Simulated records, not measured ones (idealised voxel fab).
The document below concerns the process module designated voxel ribs on slabs.
The width of the displayed cross-section, cut, is 155 nm; its cells are square, with a size of 5 nm.
Just so we're on the same page, the cross-sections are grids of square cells, and they're listed out in bands top to bottom, each band one or more rows deep.
Each band's line starts with the height of the band's top and of its bottom, in nm. Then come its materials from left to right, each with its width in nm. One material with "all across" fills the band from edge to edge. "blank" is empty space.
Heights are reckoned from 0. Under this level, the received wafer is all of one material. The bottommost band is open-ended downward, for example "0 -> down".
It should be noted that a width expressed as "30 to 40" varies in equal increments from row to row of cells within the band, taking the value of the first number at the top row and that of the second number at the bottom row.
"no change" (step): cross-section cells unchanged, all of them.
Entry "Catalogued sealed voids" = empty spaces >= 8 cells with no open way to the top; each as width x height at distance, distance from left edge, all nm.
Read whatever lies past the settings on a step's line as the simulator's own remark about the step.
overlay nm: mask offset rightward from planned place, masked step; negative means leftward offset.
Set out below are the planned steps of the process:
- 1: RECEIVE (material Si)
- 2: DIRECTIONAL_DEP (material SiO2; thk nm 20)
- 3: DIRECTIONAL_DEP (material polySi; thk nm 25)
- 4: PATTERN (tone cover; mask id RIB; material resist; width nm 25; thk nm 15; overlay nm 0)
- 5: DIRECTIONAL_ETCH (etch materials polySi; depth nm 5)
- 6: STRIP (etch materials resist)
- 7: MASKED_ETCH (tone cover; mask id SLAB; width nm 85; etch materials polySi; depth nm 20; overlay nm 0)
- 8: FILL_DEP (material SiO2; thk nm 30)
- 9: CMP (height nm 65)
- 10: DIRECTIONAL_DEP (material TiN; thk nm 10)
- 11: DIRECTIONAL_DEP (material aC; thk nm 10)
- 12: PATTERN (tone cover; mask id HEATER; material resist; width nm 35; thk nm 30; overlay nm 0)
- 13: DIRECTIONAL_ETCH (etch materials aC; depth nm 10)
- 14: STRIP (etch materials resist)
- 15: DIRECTIONAL_ETCH (etch materials TiN; depth nm 10)
- 16: STRIP (etch materials aC)
- 17: CONFORMAL_DEP (material SiN; thk nm 10)
Incoming wafer in cross-section (state: after step 1):
> 0 -> down | Si all across
> Catalogued sealed voids: none
First of two wafers, end-of-module section, run followed plan:
> 85 -> 75 | 50 nm blank, then 55 nm SiN, then 50 nm blank
> 75 -> 65 | 60 nm SiN, then 35 nm TiN, then 60 nm SiN
> 65 -> 45 | SiO2 all across
> 45 -> 40 | 65 nm SiO2, then 25 nm polySi, then 65 nm SiO2
> 40 -> 20 | 35 nm SiO2, then 85 nm polySi, then 35 nm SiO2
> 20 -> 0 | SiO2 all across
> 0 -> down | Si all across
> Catalogued sealed voids: none
Cross-section of the latter of the two wafers at module completion. It had an identical start and an identical plan to the former; in running it, one mistake was made:
> 85 -> 75 | 50 nm blank, then 55 nm SiN, then 50 nm blank
> 75 -> 65 | 60 nm SiN, then 35 nm TiN, then 60 nm SiN
> 65 -> 40 | SiO2 all across
> 40 -> 25 | 35 nm polySi, then 85 nm SiO2, then 35 nm polySi
> 25 -> 20 | 35 nm polySi, then 30 nm SiO2, then 25 nm polySi, then 30 nm SiO2, then 35 nm polySi
> 20 -> 0 | SiO2 all across
> 0 -> down | Si all across
> Catalogued sealed voids: none
Misprocessing identified: step 7 ran as: MASKED_ETCH (tone open; mask id SLAB; width nm 85; etch materials polySi; depth nm 20; overlay nm 0)
Materials where the second wafer ends with more or fewer cells than the first: SiO2: 12 more, polySi: 12 fewer
